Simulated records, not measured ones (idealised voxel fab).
Module name: voxel transistor to metal (process module)
Xsec cut, 295 nm wide, square cell size 5 nm.
Think of the cross-section as a grid of square cells. We describe it in bands, top to bottom, and each band covers one or more rows of those cells. First you get the band's top height and its bottom height, in nm, and then the materials it's made of, left to right, with each width in nm. If you see a single material with "full width", that one covers the band edge to edge. "empty" is empty space. Height 0 is the level under which the wafer as received is all one material. The lowest band goes on downwards, as in "z 0 and below". Per-row width for "30->40": begins at first number (top row of band), ends at second number (bottom row), increment between rows held constant. You'll sometimes find "nothing got changed" written for a step, and that's the way of saying that nowhere in the cross-section did a cell change during that step. Closed empty spaces (no open way to the top) of 8 cells or more are what "Closed voids list" lists, each as width x height at distance from the left edge, nm for all three. Step line, after settings: the simulator's comment on this step. Among the settings permitted on a step's line is "overlay nm"; applied to a step with a mask, it specifies the extent to which the mask lay to the right of its planned position, whereas a negative figure signifies a position to the left.
### List of planned process steps
1 RECEIVE [material Si]
2 CONFORMAL_DEP [material SiO2] [thk nm 5]
3 CONFORMAL_DEP [material SiN] [thk nm 15]
4 MASKED_ETCH [tone cover] [mask id ACTIVE] [width nm 110] [pitch nm 130] [etch materials SiN] [depth nm 15] [overlay nm 0]
5 MASKED_ETCH [tone cover] [mask id ACTIVE] [width nm 110] [pitch nm 130] [etch materials SiO2] [depth nm 5] [overlay nm 0]
6 MASKED_ETCH [tone cover] [mask id ACTIVE] [width nm 110] [pitch nm 130] [etch materials Si] [depth nm 30] [overlay nm 0]
7 FILL_DEP [material SiO2] [thk nm 10]
8 CMP [height nm 20]
9 SELECTIVE_ETCH [etch materials SiO2] [depth nm 15]
10 STRIP [etch materials SiN]
11 SELECTIVE_ETCH [etch materials SiO2] [depth nm 5]
12 OXIDIZE [depth nm 5]
13 DIRECTIONAL_DEP [material polySi] [thk nm 30]
14 DIRECTIONAL_DEP [material SiCN] [thk nm 10]
15 DIRECTIONAL_DEP [material aC] [thk nm 10]
16 PATTERN [tone cover] [mask id GATE] [material resist] [width nm 20] [pitch nm 130] [thk nm 25] [overlay nm 0]
17 DIRECTIONAL_ETCH [etch materials aC] [depth nm 10]
18 STRIP [etch materials resist]
19 DIRECTIONAL_ETCH [etch materials SiCN] [depth nm 20]
20 DIRECTIONAL_ETCH [etch materials polySi] [depth nm 40]
21 STRIP [etch materials aC]
22 CONFORMAL_DEP [material SiO2] [thk nm 5]
23 DIRECTIONAL_ETCH [etch materials SiO2] [depth nm 5]
24 CONFORMAL_DEP [material SiN] [thk nm 5]
25 DIRECTIONAL_ETCH [etch materials SiN] [depth nm 5]
26 DIRECTIONAL_ETCH [etch materials SiO2] [depth nm 5]
27 EPI [material SiGe] [thk nm 5]
28 FILL_DEP [material SiO2] [thk nm 5]
29 CMP [height nm 40]
30 DIRECTIONAL_DEP [material SiO2] [thk nm 15]
31 DIRECTIONAL_DEP [material aC] [thk nm 10]
32 PATTERN [tone open] [mask id CONTACT] [material resist] [width nm 20] [thk nm 30] [overlay nm 0]
33 DIRECTIONAL_ETCH [etch materials aC] [depth nm 10]
34 STRIP [etch materials resist]
35 DIRECTIONAL_ETCH [etch materials SiO2] [depth nm 55]
36 STRIP [etch materials aC]
37 CONFORMAL_DEP [material TiN] [thk nm 5]
38 FILL_DEP [material Ru] [thk nm 5]
39 CMP [height nm 55]
40 CONFORMAL_DEP [material SiN] [thk nm 5]
41 DIRECTIONAL_DEP [material lowk] [thk nm 25]
42 DIRECTIONAL_DEP [material aC] [thk nm 15]
43 PATTERN [tone open] [mask id METAL_1] [material resist] [width nm 20] [thk nm 35] [overlay nm 0]
44 DIRECTIONAL_ETCH [etch materials aC] [depth nm 15]
45 STRIP [etch materials resist]
46 DIRECTIONAL_ETCH [etch materials lowk] [depth nm 25]
47 DIRECTIONAL_ETCH [etch materials SiN] [depth nm 5]
48 STRIP [etch materials aC]
49 CONFORMAL_DEP [material TiN] [thk nm 5]
50 FILL_DEP [material W] [thk nm 10]
51 CMP [height nm 85]
52 EPI [material Ru] [thk nm 5]
53 FILL_DEP [material SiCN] [thk nm 5]
54 DIRECTIONAL_DEP [material SiO2] [thk nm 25]
55 DIRECTIONAL_DEP [material aC] [thk nm 10]
56 PATTERN [tone open] [mask id METAL_2] [material resist] [width nm 15] [pitch nm 130] [thk nm 25] [overlay nm 0]
57 DIRECTIONAL_ETCH [etch materials aC] [depth nm 10]
58 STRIP [etch materials resist]
59 DIRECTIONAL_ETCH [etch materials SiO2] [depth nm 15]
60 STRIP [etch materials aC]
61 DIRECTIONAL_DEP [material aC] [thk nm 10]
62 PATTERN [tone open] [mask id METAL_2_HOLES] [material resist] [width nm 15] [pitch nm 130] [thk nm 25] [overlay nm 0]
63 DIRECTIONAL_ETCH [etch materials aC] [depth nm 10]
64 STRIP [etch materials resist]
65 DIRECTIONAL_ETCH [etch materials SiO2] [depth nm 10]
66 DIRECTIONAL_ETCH [etch materials SiCN] [depth nm 5]
67 STRIP [etch materials aC]
68 CONFORMAL_DEP [material TiN] [thk nm 5]
69 FILL_DEP [material Cu] [thk nm 10]
70 CMP [height nm 120]
71 CONFORMAL_DEP [material SiCN] [thk nm 5]
Be aware that, although all wafers share a common starting state, the width nm at step 56 differs among them, and the plan displays the first wafer's value.
### Received condition of the first of several wafers, sectioned: post-step 1
> z 0 and below: Si full width
> Closed voids list: none
### End-of-module cross-section, first of several wafers, after last step 71
> z 125 to 120: SiCN full width
> z 120 to 110: SiO2 (30); TiN (5->10); Cu (10->5); TiN (5); SiO2 (110); TiN (5->10); Cu (10->5); TiN (5); SiO2 (115)
> z 110 to 105: SiO2 (35); TiN (15); SiO2 (115); TiN (15); SiO2 (115)
> z 105 to 95: SiO2 (35); TiN (10); SiO2 (120); TiN (10); SiO2 (120)
> z 95 to 90: SiCN (35); TiN (10); SiCN (120); TiN (10); SiCN (120)
> z 90 to 85: SiCN (25); Ru (30); SiCN (50); Ru (30); SiCN (20); Ru (30); SiCN (50); Ru (30); SiCN (30)
> z 85 to 60: lowk (30); TiN (5); W (10); TiN (5); lowk (60); TiN (5); W (10); TiN (5); lowk (30); TiN (5); W (10); TiN (5); lowk (60); TiN (5); W (10); TiN (5); lowk (35)
> z 60 to 55: SiN (30); TiN (20); SiN (60); TiN (20); SiN (30); TiN (20); SiN (60); TiN (20); SiN (35)
> z 55 to 40: SiO2 (30); TiN (5); Ru (10); TiN (5); SiO2 (60); TiN (5); Ru (10); TiN (5); SiO2 (30); TiN (5); Ru (10); TiN (5); SiO2 (60); TiN (5); Ru (10); TiN (5); SiO2 (35)
> z 40 to 30: SiO2 (30); TiN (5); Ru (10); TiN (5); SiO2 (10); SiN (5); SiO2 (5); SiCN (20); SiO2 (5); SiN (5); SiO2 (10); TiN (5); Ru (10); TiN (5); SiO2 (30); TiN (5); Ru (10); TiN (5); SiO2 (10); SiN (5); SiO2 (5); SiCN (20); SiO2 (5); SiN (5); SiO2 (10); TiN (5); Ru (10); TiN (5); SiO2 (35)
> z 30 to 5: SiO2 (30); TiN (5); Ru (10); TiN (5); SiO2 (10); SiN (5); SiO2 (5); polySi (20); SiO2 (5); SiN (5); SiO2 (10); TiN (5); Ru (10); TiN (5); SiO2 (30); TiN (5); Ru (10); TiN (5); SiO2 (10); SiN (5); SiO2 (5); polySi (20); SiO2 (5); SiN (5); SiO2 (10); TiN (5); Ru (10); TiN (5); SiO2 (35)
> z 5 to 0: SiO2 (30); TiN (20); SiO2 (10); SiN (5); SiO2 (5); polySi (20); SiO2 (5); SiN (5); SiO2 (10); TiN (20); SiO2 (30); TiN (20); SiO2 (10); SiN (5); SiO2 (5); polySi (20); SiO2 (5); SiN (5); SiO2 (10); TiN (20); SiO2 (35)
> z 0 to -5: SiO2 (20); SiGe (40); SiO2 (40); SiGe (40); SiO2 (10); SiGe (40); SiO2 (40); SiGe (40); SiO2 (25)
> z -5 to -30: SiO2 (25); Si (110); SiO2 (20); Si (110); SiO2 (30)
> z -30 and below: Si full width
> Closed voids list: none
### At the end of the module, the last of several wafers in cross-section
> z 125 to 120: SiCN full width
> z 120 to 110: SiO2 (25); TiN (5); Cu (25); TiN (5); SiO2 (95); TiN (5); Cu (25); TiN (5); SiO2 (105)
> z 110 to 105: SiO2 (25); TiN (10); Cu (5); TiN (20); SiO2 (95); TiN (10); Cu (5); TiN (20); SiO2 (105)
> z 105 to 95: SiO2 (30); TiN (5); Cu (5); TiN (5); SiO2 (115); TiN (5); Cu (5); TiN (5); SiO2 (120)
> z 95 to 90: SiCN (30); TiN (15); SiCN (115); TiN (15); SiCN (120)
> z 90 to 85: SiCN (25); Ru (30); SiCN (50); Ru (30); SiCN (20); Ru (30); SiCN (50); Ru (30); SiCN (30)
> z 85 to 60: lowk (30); TiN (5); W (10); TiN (5); lowk (60); TiN (5); W (10); TiN (5); lowk (30); TiN (5); W (10); TiN (5); lowk (60); TiN (5); W (10); TiN (5); lowk (35)
> z 60 to 55: SiN (30); TiN (20); SiN (60); TiN (20); SiN (30); TiN (20); SiN (60); TiN (20); SiN (35)
> z 55 to 40: SiO2 (30); TiN (5); Ru (10); TiN (5); SiO2 (60); TiN (5); Ru (10); TiN (5); SiO2 (30); TiN (5); Ru (10); TiN (5); SiO2 (60); TiN (5); Ru (10); TiN (5); SiO2 (35)
> z 40 to 30: SiO2 (30); TiN (5); Ru (10); TiN (5); SiO2 (10); SiN (5); SiO2 (5); SiCN (20); SiO2 (5); SiN (5); SiO2 (10); TiN (5); Ru (10); TiN (5); SiO2 (30); TiN (5); Ru (10); TiN (5); SiO2 (10); SiN (5); SiO2 (5); SiCN (20); SiO2 (5); SiN (5); SiO2 (10); TiN (5); Ru (10); TiN (5); SiO2 (35)
> z 30 to 5: SiO2 (30); TiN (5); Ru (10); TiN (5); SiO2 (10); SiN (5); SiO2 (5); polySi (20); SiO2 (5); SiN (5); SiO2 (10); TiN (5); Ru (10); TiN (5); SiO2 (30); TiN (5); Ru (10); TiN (5); SiO2 (10); SiN (5); SiO2 (5); polySi (20); SiO2 (5); SiN (5); SiO2 (10); TiN (5); Ru (10); TiN (5); SiO2 (35)
> z 5 to 0: SiO2 (30); TiN (20); SiO2 (10); SiN (5); SiO2 (5); polySi (20); SiO2 (5); SiN (5); SiO2 (10); TiN (20); SiO2 (30); TiN (20); SiO2 (10); SiN (5); SiO2 (5); polySi (20); SiO2 (5); SiN (5); SiO2 (10); TiN (20); SiO2 (35)
> z 0 to -5: SiO2 (20); SiGe (40); SiO2 (40); SiGe (40); SiO2 (10); SiGe (40); SiO2 (40); SiGe (40); SiO2 (25)
> z -5 to -30: SiO2 (25); Si (110); SiO2 (20); Si (110); SiO2 (30)
> z -30 and below: Si full width
> Closed voids list: none
### wafer rows; end of module; cells per material since receipt: (+) gained, (-) lost; then closed voids
width nm 15; +6 Cu; +104 Ru; -134 Si; +165 SiCN; +32 SiGe; +75 SiN; +744 SiO2; +180 TiN; +40 W; +215 lowk; +48 polySi; Closed voids list: none
width nm 20; +14 Cu; +104 Ru; -134 Si; +163 SiCN; +32 SiGe; +75 SiN; +738 SiO2; +180 TiN; +40 W; +215 lowk; +48 polySi; Closed voids list: none
width nm 25; +18 Cu; +104 Ru; -134 Si; +163 SiCN; +32 SiGe; +75 SiN; +732 SiO2; +182 TiN; +40 W; +215 lowk; +48 polySi; Closed voids list: none
width nm 30; +22 Cu; +104 Ru; -134 Si; +163 SiCN; +32 SiGe; +75 SiN; +726 SiO2; +184 TiN; +40 W; +215 lowk; +48 polySi; Closed voids list: none
width nm 35; +26 Cu; +104 Ru; -134 Si; +163 SiCN; +32 SiGe; +75 SiN; +720 SiO2; +186 TiN; +40 W; +215 lowk; +48 polySi; Closed voids list: none
